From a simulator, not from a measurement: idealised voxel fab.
Name of the process module below: voxel trench capacitor
Cross-sectional view cut (width: 185 nm; square cell size: 5 nm).
A cross-section in this document is a grid of square cells, and it is written down as bands, the top band listed before the ones below it; a band is made up of one or more rows of cells. Top, bottom (nm), then materials left to right with widths (nm); lone material tagged "everywhere" fills the whole band edge to edge; "empty" = empty space. A quick word on heights: they are counted from 0, and under that level the wafer as it came to us is one material throughout. The lowest band is different from the rest in having no bottom; it simply continues downward, written as in "0 and below". Graded width ("30..40"): value in top row of band = first number; value in bottom row = second number; row-to-row change constant. Take "no modifications" at face value: in the step it is given for, the cross-section changed in none of its cells. So "Catalogued sealed voids" is basically the list of trapped voids: any empty space of 8 cells or more that can't reach the top through an opening. They're written width x height at distance, the distance being from the left edge, and it's all nm. Read whatever lies past the settings on a step's line as the simulator's own remark about the step. overlay nm: for a step with a mask, the amount by which the mask lay right of where it was planned; a negative amount means left of it.
List of planned process steps
1: RECEIVE, material Si
2: CONFORMAL_DEP, material SiN, thk nm 5
3: DIRECTIONAL_DEP, material aC, thk nm 15
4: PATTERN, tone open, mask id TRENCH, material resist, width nm 25, pitch nm 40, thk nm 35, overlay nm 0
5: DIRECTIONAL_ETCH, etch materials aC, depth nm 15
6: STRIP, etch materials resist
7: DIRECTIONAL_ETCH, etch materials SiN, depth nm 5
8: DIRECTIONAL_ETCH, etch materials Si, depth nm 30
9: STRIP, etch materials aC
10: CONFORMAL_DEP, material HfO2, thk nm 5
11: CONFORMAL_DEP, material TiN, thk nm 5
12: FILL_DEP, material W, thk nm 10
13: CMP, height nm 5
Account of the first of two wafers, which was processed as intended
As received (post step 1): cross-section
- 0 and below | Si everywhere
- Catalogued sealed voids: none
Once step 2 is through, the wafer looks like this in cross-section
- 5 down to 0 | SiN everywhere
- Everything under 0 stays put, no change at all.
Once step 3 is through, the wafer looks like this in cross-section
- 20 down to 5 | aC everywhere
- Everything under 5 stays put, no change at all.
Once step 4 is through, the wafer looks like this in cross-section
- 55 down to 20 | resist: 40, then empty: 25, then resist: 15, then empty: 25, then resist: 15, then empty: 25, then resist: 40
- Everything under 20 stays put, no change at all.
Once step 5 is through, the wafer looks like this in cross-section
- 40 down to 20 | resist: 40, then empty: 25, then resist: 15, then empty: 25, then resist: 15, then empty: 25, then resist: 40
- 20 down to 5 | aC: 40, then empty: 25, then aC: 15, then empty: 25, then aC: 15, then empty: 25, then aC: 40
- Everything under 5 stays put, no change at all.
Once step 6 is through, the wafer looks like this in cross-section
- 20 down to 5 | aC: 40, then empty: 25, then aC: 15, then empty: 25, then aC: 15, then empty: 25, then aC: 40
- Everything under 5 stays put, no change at all.
Once step 7 is through, the wafer looks like this in cross-section
- 20 down to 5 | aC: 40, then empty: 25, then aC: 15, then empty: 25, then aC: 15, then empty: 25, then aC: 40
- 5 down to 0 | SiN: 40, then empty: 25, then SiN: 15, then empty: 25, then SiN: 15, then empty: 25, then SiN: 40
- Everything under 0 stays put, no change at all.
Once step 8 is through, the wafer looks like this in cross-section
- 20 down to 5 | aC: 40, then empty: 25, then aC: 15, then empty: 25, then aC: 15, then empty: 25, then aC: 40
- 5 down to 0 | SiN: 40, then empty: 25, then SiN: 15, then empty: 25, then SiN: 15, then empty: 25, then SiN: 40
- 0 down to -30 | Si: 40, then empty: 25, then Si: 15, then empty: 25, then Si: 15, then empty: 25, then Si: 40
- Everything under -30 stays put, no change at all.
Once step 9 is through, the wafer looks like this in cross-section
- 5 down to 0 | SiN: 40, then empty: 25, then SiN: 15, then empty: 25, then SiN: 15, then empty: 25, then SiN: 40
- Everything under 0 stays put, no change at all.
Once step 10 is through, the wafer looks like this in cross-section
- 10 down to 5 | HfO2: 45, then empty: 15, then HfO2: 25, then empty: 15, then HfO2: 25, then empty: 15, then HfO2: 45
- 5 down to 0 | SiN: 40, then HfO2: 5, then empty: 15, then HfO2: 5, then SiN: 15, then HfO2: 5, then empty: 15, then HfO2: 5, then SiN: 15, then HfO2: 5, then empty: 15, then HfO2: 5, then SiN: 40
- 0 down to -25 | Si: 40, then HfO2: 5, then empty: 15, then HfO2: 5, then Si: 15, then HfO2: 5, then empty: 15, then HfO2: 5, then Si: 15, then HfO2: 5, then empty: 15, then HfO2: 5, then Si: 40
- -25 down to -30 | Si: 40, then HfO2: 25, then Si: 15, then HfO2: 25, then Si: 15, then HfO2: 25, then Si: 40
- Everything under -30 stays put, no change at all.
Once step 11 is through, the wafer looks like this in cross-section
- 15 down to 10 | TiN: 50, then empty: 5, then TiN: 35, then empty: 5, then TiN: 35, then empty: 5, then TiN: 50
- 10 down to 5 | HfO2: 45, then TiN: 5, then empty: 5, then TiN: 5, then HfO2: 25, then TiN: 5, then empty: 5, then TiN: 5, then HfO2: 25, then TiN: 5, then empty: 5, then TiN: 5, then HfO2: 45
- 5 down to 0 | SiN: 40, then HfO2: 5, then TiN: 5, then empty: 5, then TiN: 5, then HfO2: 5, then SiN: 15, then HfO2: 5, then TiN: 5, then empty: 5, then TiN: 5, then HfO2: 5, then SiN: 15, then HfO2: 5, then TiN: 5, then empty: 5, then TiN: 5, then HfO2: 5, then SiN: 40
- 0 down to -20 | Si: 40, then HfO2: 5, then TiN: 5, then empty: 5, then TiN: 5, then HfO2: 5, then Si: 15, then HfO2: 5, then TiN: 5, then empty: 5, then TiN: 5, then HfO2: 5, then Si: 15, then HfO2: 5, then TiN: 5, then empty: 5, then TiN: 5, then HfO2: 5, then Si: 40
- -20 down to -25 | Si: 40, then HfO2: 5, then TiN: 15, then HfO2: 5, then Si: 15, then HfO2: 5, then TiN: 15, then HfO2: 5, then Si: 15, then HfO2: 5, then TiN: 15, then HfO2: 5, then Si: 40
- Everything under -25 stays put, no change at all.
Once step 12 is through, the wafer looks like this in cross-section
- 25 down to 15 | W everywhere
- 15 down to 10 | TiN: 50, then W: 5, then TiN: 35, then W: 5, then TiN: 35, then W: 5, then TiN: 50
- 10 down to 5 | HfO2: 45, then TiN: 5, then W: 5, then TiN: 5, then HfO2: 25, then TiN: 5, then W: 5, then TiN: 5, then HfO2: 25, then TiN: 5, then W: 5, then TiN: 5, then HfO2: 45
- 5 down to 0 | SiN: 40, then HfO2: 5, then TiN: 5, then W: 5, then TiN: 5, then HfO2: 5, then SiN: 15, then HfO2: 5, then TiN: 5, then W: 5, then TiN: 5, then HfO2: 5, then SiN: 15, then HfO2: 5, then TiN: 5, then W: 5, then TiN: 5, then HfO2: 5, then SiN: 40
- 0 down to -20 | Si: 40, then HfO2: 5, then TiN: 5, then W: 5, then TiN: 5, then HfO2: 5, then Si: 15, then HfO2: 5, then TiN: 5, then W: 5, then TiN: 5, then HfO2: 5, then Si: 15, then HfO2: 5, then TiN: 5, then W: 5, then TiN: 5, then HfO2: 5, then Si: 40
- Everything under -20 stays put, no change at all.
Once step 13 is through, the wafer looks like this in cross-section
- 5 down to 0 | SiN: 40, then HfO2: 5, then TiN: 5, then W: 5, then TiN: 5, then HfO2: 5, then SiN: 15, then HfO2: 5, then TiN: 5, then W: 5, then TiN: 5, then HfO2: 5, then SiN: 15, then HfO2: 5, then TiN: 5, then W: 5, then TiN: 5, then HfO2: 5, then SiN: 40
- Everything under 0 stays put, no change at all.
second wafer: like start, like plan, one mistake. Through step 3 it matches the first wafer
Look at the second wafer in cross-section at the time step 4 ought to have finished
- 55 down to 20 | resist: 45, then empty: 15, then resist: 25, then empty: 15, then resist: 25, then empty: 15, then resist: 45
- Everything under 20 stays put, no change at all.
Look at the second wafer in cross-section at the time step 5 ought to have finished
- 40 down to 20 | resist: 45, then empty: 15, then resist: 25, then empty: 15, then resist: 25, then empty: 15, then resist: 45
- 20 down to 5 | aC: 45, then empty: 15, then aC: 25, then empty: 15, then aC: 25, then empty: 15, then aC: 45
- Everything under 5 stays put, no change at all.
Look at the second wafer in cross-section at the time step 6 ought to have finished
- 20 down to 5 | aC: 45, then empty: 15, then aC: 25, then empty: 15, then aC: 25, then empty: 15, then aC: 45
- Everything under 5 stays put, no change at all.
Look at the second wafer in cross-section at the time step 7 ought to have finished
- 20 down to 5 | aC: 45, then empty: 15, then aC: 25, then empty: 15, then aC: 25, then empty: 15, then aC: 45
- 5 down to 0 | SiN: 45, then empty: 15, then SiN: 25, then empty: 15, then SiN: 25, then empty: 15, then SiN: 45
- Everything under 0 stays put, no change at all.
Look at the second wafer in cross-section at the time step 8 ought to have finished
- 20 down to 5 | aC: 45, then empty: 15, then aC: 25, then empty: 15, then aC: 25, then empty: 15, then aC: 45
- 5 down to 0 | SiN: 45, then empty: 15, then SiN: 25, then empty: 15, then SiN: 25, then empty: 15, then SiN: 45
- 0 down to -30 | Si: 45, then empty: 15, then Si: 25, then empty: 15, then Si: 25, then empty: 15, then Si: 45
- Everything under -30 stays put, no change at all.
Look at the second wafer in cross-section at the time step 9 ought to have finished
- 5 down to 0 | SiN: 45, then empty: 15, then SiN: 25, then empty: 15, then SiN: 25, then empty: 15, then SiN: 45
- Everything under 0 stays put, no change at all.
Look at the second wafer in cross-section at the time step 10 ought to have finished
- 10 down to 5 | HfO2: 50, then empty: 5, then HfO2: 35, then empty: 5, then HfO2: 35, then empty: 5, then HfO2: 50
- 5 down to 0 | SiN: 45, then HfO2: 5, then empty: 5, then HfO2: 5, then SiN: 25, then HfO2: 5, then empty: 5, then HfO2: 5, then SiN: 25, then HfO2: 5, then empty: 5, then HfO2: 5, then SiN: 45
- 0 down to -25 | Si: 45, then HfO2: 5, then empty: 5, then HfO2: 5, then Si: 25, then HfO2: 5, then empty: 5, then HfO2: 5, then Si: 25, then HfO2: 5, then empty: 5, then HfO2: 5, then Si: 45
- -25 down to -30 | Si: 45, then HfO2: 15, then Si: 25, then HfO2: 15, then Si: 25, then HfO2: 15, then Si: 45
- Everything under -30 stays put, no change at all.
Look at the second wafer in cross-section at the time step 11 ought to have finished
- 15 down to 10 | TiN everywhere
- 10 down to 5 | HfO2: 50, then TiN: 5, then HfO2: 35, then TiN: 5, then HfO2: 35, then TiN: 5, then HfO2: 50
- 5 down to 0 | SiN: 45, then HfO2: 5, then TiN: 5, then HfO2: 5, then SiN: 25, then HfO2: 5, then TiN: 5, then HfO2: 5, then SiN: 25, then HfO2: 5, then TiN: 5, then HfO2: 5, then SiN: 45
- 0 down to -25 | Si: 45, then HfO2: 5, then TiN: 5, then HfO2: 5, then Si: 25, then HfO2: 5, then TiN: 5, then HfO2: 5, then Si: 25, then HfO2: 5, then TiN: 5, then HfO2: 5, then Si: 45
- Everything under -25 stays put, no change at all.
Look at the second wafer in cross-section at the time step 12 ought to have finished
- 25 down to 15 | W everywhere
- Everything under 15 stays put, no change at all.
Look at the second wafer in cross-section at the time step 13 ought to have finished
- 5 down to 0 | SiN: 45, then HfO2: 5, then TiN: 5, then HfO2: 5, then SiN: 25, then HfO2: 5, then TiN: 5, then HfO2: 5, then SiN: 25, then HfO2: 5, then TiN: 5, then HfO2: 5, then SiN: 45
- Everything under 0 stays put, no change at all.
Nonconformance to the process plan: rather than as planned, step 4 actually ran as PATTERN, tone open, mask id TRENCH, material resist, width nm 15, pitch nm 40, thk nm 35, overlay nm 0
The final cell counts differ between the wafers, with the second having more or fewer of some materials than the first: HfO2 -6 | Si +36 | SiN +6 | TiN -21 | W -15
